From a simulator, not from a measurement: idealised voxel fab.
process module | voxel tone inversion
cross-section cut | 265 nm wide | cells 5 nm
A cross-section is a grid of square cells, given in bands from the top down. A band is one or more rows of cells.
Each band's line starts with the height of the band's top and of its bottom, in nm. Then come its materials from left to right, each with its width in nm. One material with "throughout" fills the band from edge to edge. "air" is empty space.
Height 0 is the level under which the wafer as received is all one material. The lowest band goes on downwards, as in "0 down".
A width such as "30 to 40" changes by the same amount from each row of cells to the next, from the band's top row to its bottom row.
"no change" after a step means that no cell of the cross-section changed.
closed voids: empty space of 8 cells or more with no open way to the top, each as width x height at its distance from the left edge, in nm
after a step's settings: what the simulator itself notes on the step
overlay nm, on a step with a mask: how far to the right of its planned place the mask lay; to the left if negative
plan
1 op RECEIVE | material Si
2 op CONFORMAL_DEP | material SiCN | thk nm 5
3 op DIRECTIONAL_DEP | material aC | thk nm 20
4 op PATTERN | tone cover | mask id POSTS | material resist | width nm 20 | pitch nm 45 | thk nm 25 | overlay nm 0
5 op DIRECTIONAL_ETCH | etch materials aC | depth nm 20
6 op STRIP | etch materials resist
7 op FILL_DEP | material lowk | thk nm 5
8 op CMP | height nm 25
9 op STRIP | etch materials aC
10 op CONFORMAL_DEP | material TiN | thk nm 5
11 op FILL_DEP | material Ru | thk nm 5
12 op CMP | height nm 25
13 op CONFORMAL_DEP | material SiCN | thk nm 5
as received, after step 1
  0 down: Si throughout
  closed voids: none
first wafer at the end, as planned
  30 to 25: SiCN throughout
  25 to 10: lowk 75 | TiN 5 | Ru 10 | TiN 5 | lowk 25 | TiN 5 | Ru 10 | TiN 5 | lowk 25 | TiN 5 | Ru 10 | TiN 5 | lowk 80
  10 to 5: lowk 75 | TiN 20 | lowk 25 | TiN 20 | lowk 25 | TiN 20 | lowk 80
  5 to 0: SiCN throughout
  0 down: Si throughout
  closed voids: none
second wafer at the end: like start, like plan, one mistake
  30 to 25: SiCN throughout
  25 to 10: lowk 75 | TiN 5 | Ru 15 | TiN 5 | lowk 20 | TiN 5 | Ru 15 | TiN 5 | lowk 20 | TiN 5 | Ru 15 | TiN 5 | lowk 75
  10 to 5: lowk 75 | TiN 25 | lowk 20 | TiN 25 | lowk 20 | TiN 25 | lowk 75
  5 to 0: SiCN throughout
  0 down: Si throughout
  closed voids: none
what went wrong: step 4 ran as: op PATTERN | tone cover | mask id POSTS | material resist | width nm 25 | pitch nm 45 | thk nm 25 | overlay nm 0
at the end the second wafer has, in cells: 9 more of Ru | 3 more of TiN | 12 fewer of lowk
